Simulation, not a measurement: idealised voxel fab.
Module name: voxel wiring stack (process module)
The cross-section on display is named cut; it measures 180 nm wide, and its cells are 5 nm squares.
Think of the cross-section as a grid of square cells. We describe it in bands, top to bottom, and each band covers one or more rows of those cells. It is stipulated that each band's entry specify, in nanometres, the height of the top of the band and then that of its bottom, followed by the materials of the band in left-to-right sequence, each together with its width in nanometres. A single material marked by the word "everywhere" is understood to fill the band from edge to edge; the word "air" is understood to denote empty space. Below 0: as-received wafer, all one material; heights counted from there. Lowest band: no bottom, goes on down, written "0 -> down". A width such as "30..40" changes by the same amount from each row of cells to the next, from the band's top row to its bottom row. No cell of the cross-section changed in a step that is given as "everything unchanged". For the entry "Trapped voids", the listed items are empty spaces with no open way to the top whose size is 8 cells or more; each item follows the pattern width x height at distance, where distance is from the left edge and all three are in nm. Formally, on a step line, whatever follows the settings is a remark that the simulator itself makes on the step. The optional step-line setting "overlay nm" applies to steps with a mask and quantifies how far to the right of its planned location the mask lay, a negative value indicating leftward placement.
[Listed below are the process steps as planned]
- 1: RECEIVE with material Si
- 2: CONFORMAL_DEP with material SiO2, thk nm 10
- 3: CONFORMAL_DEP with material SiN, thk nm 5
- 4: DIRECTIONAL_DEP with material SiO2, thk nm 25
- 5: MASKED_ETCH with tone open, mask id METAL_1, width nm 30, pitch nm 55, etch materials SiO2, depth nm 25, overlay nm 0
- 6: MASKED_ETCH with tone open, mask id METAL_1, width nm 30, pitch nm 55, etch materials SiN, depth nm 5, overlay nm 0
- 7: CONFORMAL_DEP with material TiN, thk nm 5
- 8: FILL_DEP with material Cu, thk nm 5
- 9: CMP with height nm 40
- 10: CONFORMAL_DEP with material SiCN, thk nm 5
- 11: DIRECTIONAL_DEP with material lowk, thk nm 15
- 12: DIRECTIONAL_DEP with material aC, thk nm 15
- 13: PATTERN with tone open, mask id PLUG_1, material resist, width nm 15, thk nm 35, overlay nm 0
- 14: DIRECTIONAL_ETCH with etch materials aC, depth nm 15
- 15: STRIP with etch materials resist
- 16: DIRECTIONAL_ETCH with etch materials lowk, depth nm 15
- 17: DIRECTIONAL_ETCH with etch materials SiCN, depth nm 5
- 18: STRIP with etch materials aC
- 19: EPI with material Ru, thk nm 10
- 20: EPI with material Ru, thk nm 10
- 21: CONFORMAL_DEP with material SiCN, thk nm 5
- 22: DIRECTIONAL_DEP with material SiO2, thk nm 15
- 23: DIRECTIONAL_DEP with material aC, thk nm 15
- 24: PATTERN with tone open, mask id METAL_2, material resist, width nm 30, pitch nm 55, thk nm 35, overlay nm 0
- 25: DIRECTIONAL_ETCH with etch materials aC, depth nm 15
- 26: STRIP with etch materials resist
- 27: DIRECTIONAL_ETCH with etch materials SiO2, depth nm 15
- 28: DIRECTIONAL_ETCH with etch materials SiCN, depth nm 5
- 29: STRIP with etch materials aC
- 30: CONFORMAL_DEP with material TiN, thk nm 5
- 31: FILL_DEP with material W, thk nm 10
- 32: CMP with height nm 80
- 33: CONFORMAL_DEP with material SiCN, thk nm 5
- 34: DIRECTIONAL_DEP with material SiO2, thk nm 15
- 35: DIRECTIONAL_DEP with material aC, thk nm 15
- 36: PATTERN with tone open, mask id PLUG_2, material resist, width nm 15, pitch nm 55, thk nm 30, overlay nm 0
- 37: DIRECTIONAL_ETCH with etch materials aC, depth nm 15
- 38: STRIP with etch materials resist
- 39: DIRECTIONAL_ETCH with etch materials SiO2, depth nm 15
- 40: DIRECTIONAL_ETCH with etch materials SiCN, depth nm 5
- 41: STRIP with etch materials aC
- 42: CONFORMAL_DEP with material TiN, thk nm 5
- 43: FILL_DEP with material Ru, thk nm 5
- 44: CMP with height nm 100
- 45: DIRECTIONAL_DEP with material TiN, thk nm 5
- 46: DIRECTIONAL_DEP with material Ru, thk nm 25
- 47: MASKED_ETCH with tone cover, mask id METAL_3, width nm 30, pitch nm 55, etch materials Ru, depth nm 25, overlay nm 0
- 48: MASKED_ETCH with tone cover, mask id METAL_3, width nm 30, pitch nm 55, etch materials TiN, depth nm 5, overlay nm 0
- 49: CONFORMAL_DEP with material SiCN, thk nm 5
- 50: FILL_DEP with material SiO2, thk nm 5
- 51: CMP with height nm 130
- 52: CONFORMAL_DEP with material SiCN, thk nm 5
- 53: DIRECTIONAL_DEP with material lowk, thk nm 25
- 54: PATTERN with tone open, mask id METAL_4_HOLES, material resist, width nm 15, pitch nm 55, thk nm 15, overlay nm 0
- 55: DIRECTIONAL_ETCH with etch materials lowk, depth nm 25
- 56: STRIP with etch materials resist
- 57: MASKED_ETCH with tone open, mask id METAL_4, width nm 30, pitch nm 55, etch materials lowk, depth nm 15, overlay nm 0
- 58: MASKED_ETCH with tone open, mask id METAL_4, width nm 30, pitch nm 55, etch materials SiCN, depth nm 5, overlay nm 0
- 59: CONFORMAL_DEP with material TiN, thk nm 5
- 60: FILL_DEP with material Cu, thk nm 10
- 61: CMP with height nm 160
- 62: CONFORMAL_DEP with material SiCN, thk nm 5
[What follows covers the first of two wafers; it ran as planned]
[Step 1 complete: cross-section of the wafer as received]
0 -> down | Si everywhere
Trapped voids: none
[Cross-section through the wafer, step 2 finished]
10 -> 0 | SiO2 everywhere
Note: structure below 0 unchanged.
[Cross-section through the wafer, step 3 finished]
15 -> 10 | SiN everywhere
Note: structure below 10 unchanged.
[Cross-section through the wafer, step 4 finished]
40 -> 15 | SiO2 everywhere
Note: structure below 15 unchanged.
[Cross-section through the wafer, step 5 finished]
40 -> 15 | SiO2 (45) / air (30) / SiO2 (25) / air (30) / SiO2 (50)
Note: structure below 15 unchanged.
[Cross-section through the wafer, step 6 finished]
40 -> 15 | SiO2 (45) / air (30) / SiO2 (25) / air (30) / SiO2 (50)
15 -> 10 | SiN (45) / air (30) / SiN (25) / air (30) / SiN (50)
Note: structure below 10 unchanged.
[Cross-section through the wafer, step 7 finished]
45 -> 40 | TiN (50) / air (20) / TiN (35) / air (20) / TiN (55)
40 -> 15 | SiO2 (45) / TiN (5) / air (20) / TiN (5) / SiO2 (25) / TiN (5) / air (20) / TiN (5) / SiO2 (50)
15 -> 10 | SiN (45) / TiN (30) / SiN (25) / TiN (30) / SiN (50)
Note: structure below 10 unchanged.
[Cross-section through the wafer, step 8 finished]
50 -> 45 | Cu everywhere
45 -> 40 | TiN (50) / Cu (20) / TiN (35) / Cu (20) / TiN (55)
40 -> 15 | SiO2 (45) / TiN (5) / Cu (20) / TiN (5) / SiO2 (25) / TiN (5) / Cu (20) / TiN (5) / SiO2 (50)
Note: structure below 15 unchanged.
[Cross-section through the wafer, step 9 finished]
40 -> 15 | SiO2 (45) / TiN (5) / Cu (20) / TiN (5) / SiO2 (25) / TiN (5) / Cu (20) / TiN (5) / SiO2 (50)
Note: structure below 15 unchanged.
[Cross-section through the wafer, step 10 finished]
45 -> 40 | SiCN everywhere
Note: structure below 40 unchanged.
[Cross-section through the wafer, step 11 finished]
60 -> 45 | lowk everywhere
Note: structure below 45 unchanged.
[Cross-section through the wafer, step 12 finished]
75 -> 60 | aC everywhere
Note: structure below 60 unchanged.
[Cross-section through the wafer, step 13 finished]
110 -> 75 | resist (45) / air (15) / resist (120)
Note: structure below 75 unchanged.
[Cross-section through the wafer, step 14 finished]
95 -> 75 | resist (45) / air (15) / resist (120)
75 -> 60 | aC (45) / air (15) / aC (120)
Note: structure below 60 unchanged.
[Cross-section through the wafer, step 15 finished]
75 -> 60 | aC (45) / air (15) / aC (120)
Note: structure below 60 unchanged.
[Cross-section through the wafer, step 16 finished]
75 -> 60 | aC (45) / air (15) / aC (120)
60 -> 45 | lowk (45) / air (15) / lowk (120)
Note: structure below 45 unchanged.
[Cross-section through the wafer, step 17 finished]
75 -> 60 | aC (45) / air (15) / aC (120)
60 -> 45 | lowk (45) / air (15) / lowk (120)
45 -> 40 | SiCN (45) / air (15) / SiCN (120)
Note: structure below 40 unchanged.
[Cross-section through the wafer, step 18 finished]
60 -> 45 | lowk (45) / air (15) / lowk (120)
Note: structure below 45 unchanged.
[Cross-section through the wafer, step 19 finished]
60 -> 50 | lowk (45) / air (15) / lowk (120)
50 -> 45 | lowk (45) / Ru (15) / lowk (120)
45 -> 40 | SiCN (45) / Ru (15) / SiCN (120)
Note: structure below 40 unchanged.
[Cross-section through the wafer, step 20 finished]
60 -> 45 | lowk (45) / Ru (15) / lowk (120)
Note: structure below 45 unchanged.
[Cross-section through the wafer, step 21 finished]
65 -> 60 | SiCN everywhere
Note: structure below 60 unchanged.
[Cross-section through the wafer, step 22 finished]
80 -> 65 | SiO2 everywhere
Note: structure below 65 unchanged.
[Cross-section through the wafer, step 23 finished]
95 -> 80 | aC everywhere
Note: structure below 80 unchanged.
[Cross-section through the wafer, step 24 finished]
130 -> 95 | resist (45) / air (30) / resist (25) / air (30) / resist (50)
Note: structure below 95 unchanged.
[Cross-section through the wafer, step 25 finished]
115 -> 95 | resist (45) / air (30) / resist (25) / air (30) / resist (50)
95 -> 80 | aC (45) / air (30) / aC (25) / air (30) / aC (50)
Note: structure below 80 unchanged.
[Cross-section through the wafer, step 26 finished]
95 -> 80 | aC (45) / air (30) / aC (25) / air (30) / aC (50)
Note: structure below 80 unchanged.
[Cross-section through the wafer, step 27 finished]
95 -> 80 | aC (45) / air (30) / aC (25) / air (30) / aC (50)
80 -> 65 | SiO2 (45) / air (30) / SiO2 (25) / air (30) / SiO2 (50)
Note: structure below 65 unchanged.
[Cross-section through the wafer, step 28 finished]
95 -> 80 | aC (45) / air (30) / aC (25) / air (30) / aC (50)
80 -> 65 | SiO2 (45) / air (30) / SiO2 (25) / air (30) / SiO2 (50)
65 -> 60 | SiCN (45) / air (30) / SiCN (25) / air (30) / SiCN (50)
Note: structure below 60 unchanged.
[Cross-section through the wafer, step 29 finished]
80 -> 65 | SiO2 (45) / air (30) / SiO2 (25) / air (30) / SiO2 (50)
Note: structure below 65 unchanged.
[Cross-section through the wafer, step 30 finished]
85 -> 80 | TiN (50) / air (20) / TiN (35) / air (20) / TiN (55)
80 -> 65 | SiO2 (45) / TiN (5) / air (20) / TiN (5) / SiO2 (25) / TiN (5) / air (20) / TiN (5) / SiO2 (50)
65 -> 60 | SiCN (45) / TiN (30) / SiCN (25) / TiN (30) / SiCN (50)
Note: structure below 60 unchanged.
[Cross-section through the wafer, step 31 finished]
95 -> 85 | W everywhere
85 -> 80 | TiN (50) / W (20) / TiN (35) / W (20) / TiN (55)
80 -> 65 | SiO2 (45) / TiN (5) / W (20) / TiN (5) / SiO2 (25) / TiN (5) / W (20) / TiN (5) / SiO2 (50)
Note: structure below 65 unchanged.
[Cross-section through the wafer, step 32 finished]
80 -> 65 | SiO2 (45) / TiN (5) / W (20) / TiN (5) / SiO2 (25) / TiN (5) / W (20) / TiN (5) / SiO2 (50)
Note: structure below 65 unchanged.
[Cross-section through the wafer, step 33 finished]
85 -> 80 | SiCN everywhere
Note: structure below 80 unchanged.
[Cross-section through the wafer, step 34 finished]
100 -> 85 | SiO2 everywhere
Note: structure below 85 unchanged.
[Cross-section through the wafer, step 35 finished]
115 -> 100 | aC everywhere
Note: structure below 100 unchanged.
[Cross-section through the wafer, step 36 finished]
145 -> 115 | resist (45) / air (15) / resist (40) / air (15) / resist (65)
Note: structure below 115 unchanged.
[Cross-section through the wafer, step 37 finished]
130 -> 115 | resist (45) / air (15) / resist (40) / air (15) / resist (65)
115 -> 100 | aC (45) / air (15) / aC (40) / air (15) / aC (65)
Note: structure below 100 unchanged.
[Cross-section through the wafer, step 38 finished]
115 -> 100 | aC (45) / air (15) / aC (40) / air (15) / aC (65)
Note: structure below 100 unchanged.
[Cross-section through the wafer, step 39 finished]
115 -> 100 | aC (45) / air (15) / aC (40) / air (15) / aC (65)
100 -> 85 | SiO2 (45) / air (15) / SiO2 (40) / air (15) / SiO2 (65)
Note: structure below 85 unchanged.
[Cross-section through the wafer, step 40 finished]
115 -> 100 | aC (45) / air (15) / aC (40) / air (15) / aC (65)
100 -> 85 | SiO2 (45) / air (15) / SiO2 (40) / air (15) / SiO2 (65)
85 -> 80 | SiCN (45) / air (15) / SiCN (40) / air (15) / SiCN (65)
Note: structure below 80 unchanged.
[Cross-section through the wafer, step 41 finished]
100 -> 85 | SiO2 (45) / air (15) / SiO2 (40) / air (15) / SiO2 (65)
Note: structure below 85 unchanged.
[Cross-section through the wafer, step 42 finished]
105 -> 100 | TiN (50) / air (5) / TiN (50) / air (5) / TiN (70)
100 -> 85 | SiO2 (45) / TiN (5) / air (5) / TiN (5) / SiO2 (40) / TiN (5) / air (5) / TiN (5) / SiO2 (65)
85 -> 80 | SiCN (45) / TiN (15) / SiCN (40) / TiN (15) / SiCN (65)
Note: structure below 80 unchanged.
[Cross-section through the wafer, step 43 finished]
110 -> 105 | Ru everywhere
105 -> 100 | TiN (50) / Ru (5) / TiN (50) / Ru (5) / TiN (70)
100 -> 85 | SiO2 (45) / TiN (5) / Ru (5) / TiN (5) / SiO2 (40) / TiN (5) / Ru (5) / TiN (5) / SiO2 (65)
Note: structure below 85 unchanged.
[Cross-section through the wafer, step 44 finished]
100 -> 85 | SiO2 (45) / TiN (5) / Ru (5) / TiN (5) / SiO2 (40) / TiN (5) / Ru (5) / TiN (5) / SiO2 (65)
Note: structure below 85 unchanged.
[Cross-section through the wafer, step 45 finished]
105 -> 100 | TiN everywhere
Note: structure below 100 unchanged.
[Cross-section through the wafer, step 46 finished]
130 -> 105 | Ru everywhere
Note: structure below 105 unchanged.
[Cross-section through the wafer, step 47 finished]
130 -> 105 | air (45) / Ru (30) / air (25) / Ru (30) / air (50)
Note: structure below 105 unchanged.
[Cross-section through the wafer, step 48 finished]
130 -> 105 | air (45) / Ru (30) / air (25) / Ru (30) / air (50)
105 -> 100 | air (45) / TiN (30) / air (25) / TiN (30) / air (50)
Note: structure below 100 unchanged.
[Cross-section through the wafer, step 49 finished]
135 -> 130 | air (40) / SiCN (40) / air (15) / SiCN (40) / air (45)
130 -> 105 | air (40) / SiCN (5) / Ru (30) / SiCN (5) / air (15) / SiCN (5) / Ru (30) / SiCN (5) / air (45)
105 -> 100 | SiCN (45) / TiN (30) / SiCN (25) / TiN (30) / SiCN (50)
Note: structure below 100 unchanged.
[Cross-section through the wafer, step 50 finished]
140 -> 135 | SiO2 everywhere
135 -> 130 | SiO2 (40) / SiCN (40) / SiO2 (15) / SiCN (40) / SiO2 (45)
130 -> 105 | SiO2 (40) / SiCN (5) / Ru (30) / SiCN (5) / SiO2 (15) / SiCN (5) / Ru (30) / SiCN (5) / SiO2 (45)
Note: structure below 105 unchanged.
[Cross-section through the wafer, step 51 finished]
130 -> 105 | SiO2 (40) / SiCN (5) / Ru (30) / SiCN (5) / SiO2 (15) / SiCN (5) / Ru (30) / SiCN (5) / SiO2 (45)
Note: structure below 105 unchanged.
[Cross-section through the wafer, step 52 finished]
135 -> 130 | SiCN everywhere
Note: structure below 130 unchanged.
[Cross-section through the wafer, step 53 finished]
160 -> 135 | lowk everywhere
Note: structure below 135 unchanged.
[Cross-section through the wafer, step 54 finished]
175 -> 160 | resist (45) / air (15) / resist (40) / air (15) / resist (65)
Note: structure below 160 unchanged.
[Cross-section through the wafer, step 55 finished]
175 -> 160 | resist (45) / air (15) / resist (40) / air (15) / resist (65)
160 -> 135 | lowk (45) / air (15) / lowk (40) / air (15) / lowk (65)
Note: structure below 135 unchanged.
[Cross-section through the wafer, step 56 finished]
160 -> 135 | lowk (45) / air (15) / lowk (40) / air (15) / lowk (65)
Note: structure below 135 unchanged.
[Cross-section through the wafer, step 57 finished]
160 -> 145 | lowk (45) / air (30) / lowk (25) / air (30) / lowk (50)
Note: structure below 145 unchanged.
[Cross-section through the wafer, step 58 finished]
160 -> 145 | lowk (45) / air (30) / lowk (25) / air (30) / lowk (50)
145 -> 135 | lowk (45) / air (15) / lowk (40) / air (15) / lowk (65)
135 -> 130 | SiCN (45) / air (15) / SiCN (40) / air (15) / SiCN (65)
Note: structure below 130 unchanged.
[Cross-section through the wafer, step 59 finished]
165 -> 160 | TiN (50) / air (20) / TiN (35) / air (20) / TiN (55)
160 -> 150 | lowk (45) / TiN (5) / air (20) / TiN (5) / lowk (25) / TiN (5) / air (20) / TiN (5) / lowk (50)
150 -> 145 | lowk (45) / TiN (5) / air (5) / TiN (20) / lowk (25) / TiN (5) / air (5) / TiN (20) / lowk (50)
145 -> 135 | lowk (45) / TiN (5) / air (5) / TiN (5) / lowk (40) / TiN (5) / air (5) / TiN (5) / lowk (65)
135 -> 130 | SiCN (45) / TiN (15) / SiCN (40) / TiN (15) / SiCN (65)
Note: structure below 130 unchanged.
[Cross-section through the wafer, step 60 finished]
175 -> 165 | Cu everywhere
165 -> 160 | TiN (50) / Cu (20) / TiN (35) / Cu (20) / TiN (55)
160 -> 150 | lowk (45) / TiN (5) / Cu (20) / TiN (5) / lowk (25) / TiN (5) / Cu (20) / TiN (5) / lowk (50)
150 -> 145 | lowk (45) / TiN (5) / Cu (5) / TiN (20) / lowk (25) / TiN (5) / Cu (5) / TiN (20) / lowk (50)
145 -> 135 | lowk (45) / TiN (5) / Cu (5) / TiN (5) / lowk (40) / TiN (5) / Cu (5) / TiN (5) / lowk (65)
Note: structure below 135 unchanged.
[Cross-section through the wafer, step 61 finished]
160 -> 150 | lowk (45) / TiN (5) / Cu (20) / TiN (5) / lowk (25) / TiN (5) / Cu (20) / TiN (5) / lowk (50)
Note: structure below 150 unchanged.
[Cross-section through the wafer, step 62 finished]
165 -> 160 | SiCN everywhere
Note: structure below 160 unchanged.
[second wafer: like start, like plan, one mistake. Through step 35 it matches the first wafer]
[Second wafer, cross-section, planned end of step 36]
145 -> 115 | air (45) / resist (15) / air (40) / resist (15) / air (65)
Note: structure below 115 unchanged.
[Second wafer, cross-section, planned end of step 37]
130 -> 115 | air (45) / resist (15) / air (40) / resist (15) / air (65)
115 -> 100 | air (45) / aC (15) / air (40) / aC (15) / air (65)
Note: structure below 100 unchanged.
[Second wafer, cross-section, planned end of step 38]
115 -> 100 | air (45) / aC (15) / air (40) / aC (15) / air (65)
Note: structure below 100 unchanged.
[Second wafer, cross-section, planned end of step 39]
115 -> 100 | air (45) / aC (15) / air (40) / aC (15) / air (65)
100 -> 85 | air (45) / SiO2 (15) / air (40) / SiO2 (15) / air (65)
Note: structure below 85 unchanged.
[Second wafer, cross-section, planned end of step 40]
115 -> 100 | air (45) / aC (15) / air (40) / aC (15) / air (65)
100 -> 85 | air (45) / SiO2 (15) / air (40) / SiO2 (15) / air (65)
85 -> 80 | air (45) / SiCN (15) / air (40) / SiCN (15) / air (65)
Note: structure below 80 unchanged.
[Second wafer, cross-section, planned end of step 41]
100 -> 85 | air (45) / SiO2 (15) / air (40) / SiO2 (15) / air (65)
Note: structure below 85 unchanged.
[Second wafer, cross-section, planned end of step 42]
105 -> 100 | air (40) / TiN (25) / air (30) / TiN (25) / air (60)
100 -> 85 | air (40) / TiN (5) / SiO2 (15) / TiN (5) / air (30) / TiN (5) / SiO2 (15) / TiN (5) / air (60)
85 -> 80 | TiN (45) / SiCN (15) / TiN (40) / SiCN (15) / TiN (65)
Note: structure below 80 unchanged.
[Second wafer, cross-section, planned end of step 43]
110 -> 105 | Ru everywhere
105 -> 100 | Ru (40) / TiN (25) / Ru (30) / TiN (25) / Ru (60)
100 -> 85 | Ru (40) / TiN (5) / SiO2 (15) / TiN (5) / Ru (30) / TiN (5) / SiO2 (15) / TiN (5) / Ru (60)
Note: structure below 85 unchanged.
[Second wafer, cross-section, planned end of step 44]
100 -> 85 | Ru (40) / TiN (5) / SiO2 (15) / TiN (5) / Ru (30) / TiN (5) / SiO2 (15) / TiN (5) / Ru (60)
Note: structure below 85 unchanged.
[Second wafer, cross-section, planned end of step 45]
105 -> 100 | TiN everywhere
Note: structure below 100 unchanged.
[Second wafer, cross-section, planned end of step 46]
130 -> 105 | Ru everywhere
Note: structure below 105 unchanged.
[Second wafer, cross-section, planned end of step 47]
130 -> 105 | air (45) / Ru (30) / air (25) / Ru (30) / air (50)
Note: structure below 105 unchanged.
[Second wafer, cross-section, planned end of step 48]
130 -> 105 | air (45) / Ru (30) / air (25) / Ru (30) / air (50)
105 -> 100 | air (45) / TiN (30) / air (25) / TiN (30) / air (50)
Note: structure below 100 unchanged.
[Second wafer, cross-section, planned end of step 49]
135 -> 130 | air (40) / SiCN (40) / air (15) / SiCN (40) / air (45)
130 -> 105 | air (40) / SiCN (5) / Ru (30) / SiCN (5) / air (15) / SiCN (5) / Ru (30) / SiCN (5) / air (45)
105 -> 100 | SiCN (45) / TiN (30) / SiCN (25) / TiN (30) / SiCN (50)
Note: structure below 100 unchanged.
[Second wafer, cross-section, planned end of step 50]
140 -> 135 | SiO2 everywhere
135 -> 130 | SiO2 (40) / SiCN (40) / SiO2 (15) / SiCN (40) / SiO2 (45)
130 -> 105 | SiO2 (40) / SiCN (5) / Ru (30) / SiCN (5) / SiO2 (15) / SiCN (5) / Ru (30) / SiCN (5) / SiO2 (45)
Note: structure below 105 unchanged.
[Second wafer, cross-section, planned end of step 51]
130 -> 105 | SiO2 (40) / SiCN (5) / Ru (30) / SiCN (5) / SiO2 (15) / SiCN (5) / Ru (30) / SiCN (5) / SiO2 (45)
Note: structure below 105 unchanged.
[Second wafer, cross-section, planned end of step 52]
135 -> 130 | SiCN everywhere
Note: structure below 130 unchanged.
[Second wafer, cross-section, planned end of step 53]
160 -> 135 | lowk everywhere
Note: structure below 135 unchanged.
[Second wafer, cross-section, planned end of step 54]
175 -> 160 | resist (45) / air (15) / resist (40) / air (15) / resist (65)
Note: structure below 160 unchanged.
[Second wafer, cross-section, planned end of step 55]
175 -> 160 | resist (45) / air (15) / resist (40) / air (15) / resist (65)
160 -> 135 | lowk (45) / air (15) / lowk (40) / air (15) / lowk (65)
Note: structure below 135 unchanged.
[Second wafer, cross-section, planned end of step 56]
160 -> 135 | lowk (45) / air (15) / lowk (40) / air (15) / lowk (65)
Note: structure below 135 unchanged.
[Second wafer, cross-section, planned end of step 57]
160 -> 145 | lowk (45) / air (30) / lowk (25) / air (30) / lowk (50)
Note: structure below 145 unchanged.
[Second wafer, cross-section, planned end of step 58]
160 -> 145 | lowk (45) / air (30) / lowk (25) / air (30) / lowk (50)
145 -> 135 | lowk (45) / air (15) / lowk (40) / air (15) / lowk (65)
135 -> 130 | SiCN (45) / air (15) / SiCN (40) / air (15) / SiCN (65)
Note: structure below 130 unchanged.
[Second wafer, cross-section, planned end of step 59]
165 -> 160 | TiN (50) / air (20) / TiN (35) / air (20) / TiN (55)
160 -> 150 | lowk (45) / TiN (5) / air (20) / TiN (5) / lowk (25) / TiN (5) / air (20) / TiN (5) / lowk (50)
150 -> 145 | lowk (45) / TiN (5) / air (5) / TiN (20) / lowk (25) / TiN (5) / air (5) / TiN (20) / lowk (50)
145 -> 135 | lowk (45) / TiN (5) / air (5) / TiN (5) / lowk (40) / TiN (5) / air (5) / TiN (5) / lowk (65)
135 -> 130 | SiCN (45) / TiN (15) / SiCN (40) / TiN (15) / SiCN (65)
Note: structure below 130 unchanged.
[Second wafer, cross-section, planned end of step 60]
175 -> 165 | Cu everywhere
165 -> 160 | TiN (50) / Cu (20) / TiN (35) / Cu (20) / TiN (55)
160 -> 150 | lowk (45) / TiN (5) / Cu (20) / TiN (5) / lowk (25) / TiN (5) / Cu (20) / TiN (5) / lowk (50)
150 -> 145 | lowk (45) / TiN (5) / Cu (5) / TiN (20) / lowk (25) / TiN (5) / Cu (5) / TiN (20) / lowk (50)
145 -> 135 | lowk (45) / TiN (5) / Cu (5) / TiN (5) / lowk (40) / TiN (5) / Cu (5) / TiN (5) / lowk (65)
Note: structure below 135 unchanged.
[Second wafer, cross-section, planned end of step 61]
160 -> 150 | lowk (45) / TiN (5) / Cu (20) / TiN (5) / lowk (25) / TiN (5) / Cu (20) / TiN (5) / lowk (50)
Note: structure below 150 unchanged.
[Second wafer, cross-section, planned end of step 62]
165 -> 160 | SiCN everywhere
Note: structure below 160 unchanged.
In executing the process, a mistake was made relative to the plan: step 36 did not use the planned setting and instead ran as PATTERN with tone cover, mask id PLUG_2, material resist, width nm 15, pitch nm 55, thk nm 30, overlay nm 0
Final tally in cells, some materials are higher or lower on the second wafer than on the first: +72 Ru, -24 SiCN, -72 SiO2, +24 TiN
